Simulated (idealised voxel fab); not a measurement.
The process module that follows is named voxel released beams.
Cross-sectional view cut (width: 165 nm; square cell size: 5 nm).
Square cells in a grid make up a cross-section in this document, and the grid is given as bands, listed from the top down, each one or more rows of cells. Top height, bottom height, nm. Materials left to right, width each, nm. Single material + "all across" = fills band edge to edge. "empty" = empty. We count height from 0. Below that, the starting wafer is all one material. The lowest band never ends at the bottom but goes on down; see "0 down" for how that is written. So if you see something like "30->40" for the width, read it as the top row of the band sitting at the first number and the bottom row at the second, with every row in between moving by the same amount as the last. "no alteration" means the step left every cell of the cross-section as it was. What "Sealed internal cavities" gives you is every empty space of 8 cells or more that is cut off from the top. Each appears as width x height at distance, with the distance taken from the left edge and width, height and distance all in nm. The remark found on a step's line after its settings is issued by the simulator itself and pertains to that step. overlay nm: where the mask lay relative to plan, measured to the right, on steps with a mask; negatives go left.
### The process steps that were planned are listed below
1: RECEIVE | material Si
2: CONFORMAL_DEP | material SiN | thk nm 10
3: DIRECTIONAL_DEP | material SiO2 | thk nm 15
4: PATTERN | tone open | mask id ANCHOR | material resist | width nm 30 | thk nm 15 | overlay nm 0
5: DIRECTIONAL_ETCH | etch materials SiO2 | depth nm 15
6: STRIP | etch materials resist
7: CONFORMAL_DEP | material W | thk nm 15
8: DIRECTIONAL_DEP | material aC | thk nm 10
9: PATTERN | tone cover | mask id BEAM | material resist | width nm 110 | thk nm 30 | overlay nm 0
10: DIRECTIONAL_ETCH | etch materials aC | depth nm 10
11: STRIP | etch materials resist
12: DIRECTIONAL_ETCH | etch materials W | depth nm 15
13: STRIP | etch materials aC
14: STRIP | etch materials SiO2
Among the wafers covered here, the point of difference is the width nm at step 4; their starting state is shared, and the plan presents the value of the first wafer.
### Sectional view: first of several wafers, as received, after step 1
- 0 down: Si all across
- Sealed internal cavities: none
### Here is the cross-section of the first of several wafers at the end of the module, after its last step, step 14
- 40 to 25: empty 25  W 110  empty 30
- 25 to 10: empty 35  W 30  empty 100
- 10 to 0: SiN all across
- 0 down: Si all across
- Sealed internal cavities: none
### So this is the cross-section on the last wafer at the end of the module
- 40 to 25: empty 25  W 15  empty 25  W 70  empty 30
- 25 to 10: empty 25  W 55  empty 85
- 10 to 0: SiN all across
- 0 down: Si all across
- Sealed internal cavities: none
### Per wafer, end of module: cells gained (+) or lost (-) per material since receipt, then closed voids
width nm 30; +66 SiN; +84 W; Sealed internal cavities: none
width nm 35; +66 SiN; +84 W; Sealed internal cavities: none
width nm 40; +66 SiN; +84 W; Sealed internal cavities: none
width nm 45; +66 SiN; +84 W; Sealed internal cavities: none
width nm 50; +66 SiN; +84 W; Sealed internal cavities: none
width nm 55; +66 SiN; +84 W; Sealed internal cavities: none
